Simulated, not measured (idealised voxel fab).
Process module name: voxel transistor to metal
Square cell edge 5 nm, section width 155 nm, ID cut.
Cross-section, as written here: a square-cell grid given band by band from the top down, where a band holds one or more rows of cells.
Top, bottom (nm), then materials left to right with widths (nm); lone material tagged "full width" fills the whole band edge to edge; "empty" = empty space.
Height 0 is the level under which the wafer as received is all one material. The lowest band goes on downwards, as in "from 0 down".
Width "30..40": first value at the band's top row of cells, second value at its bottom row, equal change from row to row.
It should be understood that the words "same as before", when stated for a given step, signify that the cross-section underwent no change in any of its cells during that step.
Closed-off voids of 8+ cells (no open route to the top) go in "Cavities, closed", written width x height at distance from the left edge, in nm.
Whatever follows a step's settings on its line is a remark the simulator itself makes about that step.
overlay nm: for a step with a mask, the amount by which the mask lay right of where it was planned; a negative amount means left of it.
**Listed below are the process steps as planned**
| 1 | RECEIVE: material Si |
| 2 | OXIDIZE: depth nm 5 |
| 3 | CONFORMAL_DEP: material SiN, thk nm 10 |
| 4 | MASKED_ETCH: tone cover, mask id ACTIVE, width nm 120, etch materials SiN, depth nm 10, overlay nm 0 |
| 5 | MASKED_ETCH: tone cover, mask id ACTIVE, width nm 120, etch materials SiO2, depth nm 5, overlay nm 0 |
| 6 | MASKED_ETCH: tone cover, mask id ACTIVE, width nm 120, etch materials Si, depth nm 20, overlay nm 0 |
| 7 | FILL_DEP: material SiO2, thk nm 15 |
| 8 | CMP: height nm 10 |
| 9 | SELECTIVE_ETCH: etch materials SiO2, depth nm 10 |
| 10 | STRIP: etch materials SiN |
| 11 | SELECTIVE_ETCH: etch materials SiO2, depth nm 5 |
| 12 | OXIDIZE: depth nm 5 |
| 13 | DIRECTIONAL_DEP: material polySi, thk nm 20 |
| 14 | DIRECTIONAL_DEP: material SiCN, thk nm 10 |
| 15 | MASKED_ETCH: tone cover, mask id GATE, width nm 30, etch materials SiCN, depth nm 20, overlay nm 0 |
| 16 | MASKED_ETCH: tone cover, mask id GATE, width nm 30, etch materials polySi, depth nm 30, overlay nm 0 |
| 17 | CONFORMAL_DEP: material SiN, thk nm 10 |
| 18 | DIRECTIONAL_ETCH: etch materials SiN, depth nm 10 |
| 19 | DIRECTIONAL_ETCH: etch materials SiO2, depth nm 5 |
| 20 | EPI: material pSi, thk nm 5 |
| 21 | FILL_DEP: material SiO2, thk nm 5 |
| 22 | CMP: height nm 15 |
| 23 | STRIP: etch materials polySi |
| 24 | SELECTIVE_ETCH: etch materials SiO2, depth nm 5 |
| 25 | CONFORMAL_DEP: material HfO2, thk nm 5 |
| 26 | CONFORMAL_DEP: material TiN, thk nm 5 |
| 27 | FILL_DEP: material W, thk nm 10 |
| 28 | CMP: height nm 10 |
| 29 | DIRECTIONAL_DEP: material SiO2, thk nm 15 |
| 30 | PATTERN: tone open, mask id CONTACT, material resist, width nm 20, pitch nm 80, thk nm 15, overlay nm 0 |
| 31 | DIRECTIONAL_ETCH: etch materials SiO2, depth nm 30 |
| 32 | STRIP: etch materials resist |
| 33 | CONFORMAL_DEP: material TiN, thk nm 5 |
| 34 | FILL_DEP: material W, thk nm 5 |
| 35 | CMP: height nm 25 |
| 36 | DIRECTIONAL_DEP: material TiN, thk nm 5 |
| 37 | DIRECTIONAL_DEP: material Ru, thk nm 20 |
| 38 | PATTERN: tone cover, mask id METAL_1, material resist, width nm 20, pitch nm 80, thk nm 15, overlay nm 0 |
| 39 | DIRECTIONAL_ETCH: etch materials Ru, depth nm 20 |
| 40 | DIRECTIONAL_ETCH: etch materials TiN, depth nm 5 |
| 41 | STRIP: etch materials resist |
| 42 | FILL_DEP: material lowk, thk nm 5 |
| 43 | CMP: height nm 50 |
| 44 | CONFORMAL_DEP: material SiCN, thk nm 5 |
**Incoming wafer in cross-section (state: after step 1)**
	from 0 down  Si full width
	Cavities, closed: none
**As-planned run: cross-section of the first of two wafers at end of module**
	from 55 to 50  SiCN full width
	from 50 to 30  lowk 25 nm; Ru 20 nm; lowk 60 nm; Ru 20 nm; lowk 30 nm
	from 30 to 25  lowk 25 nm; TiN 20 nm; lowk 60 nm; TiN 20 nm; lowk 30 nm
	from 25 to 10  SiO2 25 nm; TiN 5 nm; W 10 nm; TiN 5 nm; SiO2 60 nm; TiN 5 nm; W 10 nm; TiN 5 nm; SiO2 30 nm
	from 10 to 0  SiO2 25 nm; TiN 5 nm; W 10 nm; TiN 5 nm; SiO2 5 nm; SiN 10 nm; HfO2 5 nm; TiN 5 nm; W 10 nm; TiN 5 nm; HfO2 5 nm; SiN 10 nm; SiO2 5 nm; TiN 5 nm; W 10 nm; TiN 5 nm; SiO2 30 nm
	from 0 to -5  SiO2 25 nm; TiN 20 nm; SiO2 5 nm; SiN 10 nm; HfO2 5 nm; TiN 20 nm; HfO2 5 nm; SiN 10 nm; SiO2 5 nm; TiN 20 nm; SiO2 30 nm
	from -5 to -10  SiO2 10 nm; pSi 40 nm; SiO2 5 nm; HfO2 40 nm; SiO2 5 nm; pSi 40 nm; SiO2 15 nm
	from -10 to -25  SiO2 15 nm; Si 120 nm; SiO2 20 nm
	from -25 down  Si full width
	Cavities, closed: none
**Cross-sectional view of the second of two wafers upon completion of the module. This wafer shared its starting condition and process plan with the first; one error was made during its execution**
	from 50 to 45  SiCN full width
	from 45 to 30  lowk 25 nm; Ru 20 nm; lowk 60 nm; Ru 20 nm; lowk 30 nm
	from 30 to 25  lowk 25 nm; TiN 20 nm; lowk 60 nm; TiN 20 nm; lowk 30 nm
	from 25 to 10  SiO2 25 nm; TiN 5 nm; W 10 nm; TiN 5 nm; SiO2 60 nm; TiN 5 nm; W 10 nm; TiN 5 nm; SiO2 30 nm
	from 10 to 0  SiO2 25 nm; TiN 5 nm; W 10 nm; TiN 5 nm; SiO2 5 nm; SiN 10 nm; HfO2 5 nm; TiN 5 nm; W 10 nm; TiN 5 nm; HfO2 5 nm; SiN 10 nm; SiO2 5 nm; TiN 5 nm; W 10 nm; TiN 5 nm; SiO2 30 nm
	from 0 to -5  SiO2 25 nm; TiN 20 nm; SiO2 5 nm; SiN 10 nm; HfO2 5 nm; TiN 20 nm; HfO2 5 nm; SiN 10 nm; SiO2 5 nm; TiN 20 nm; SiO2 30 nm
	from -5 to -10  SiO2 10 nm; pSi 40 nm; SiO2 5 nm; HfO2 40 nm; SiO2 5 nm; pSi 40 nm; SiO2 15 nm
	from -10 to -25  SiO2 15 nm; Si 120 nm; SiO2 20 nm
	from -25 down  Si full width
	Cavities, closed: none
Plan not followed: step 43: run off-plan, actual operation and settings CMP: height nm 45
The closing comparison, in cells, has the second wafer with more or fewer of some materials than the first: Ru -8; lowk -23
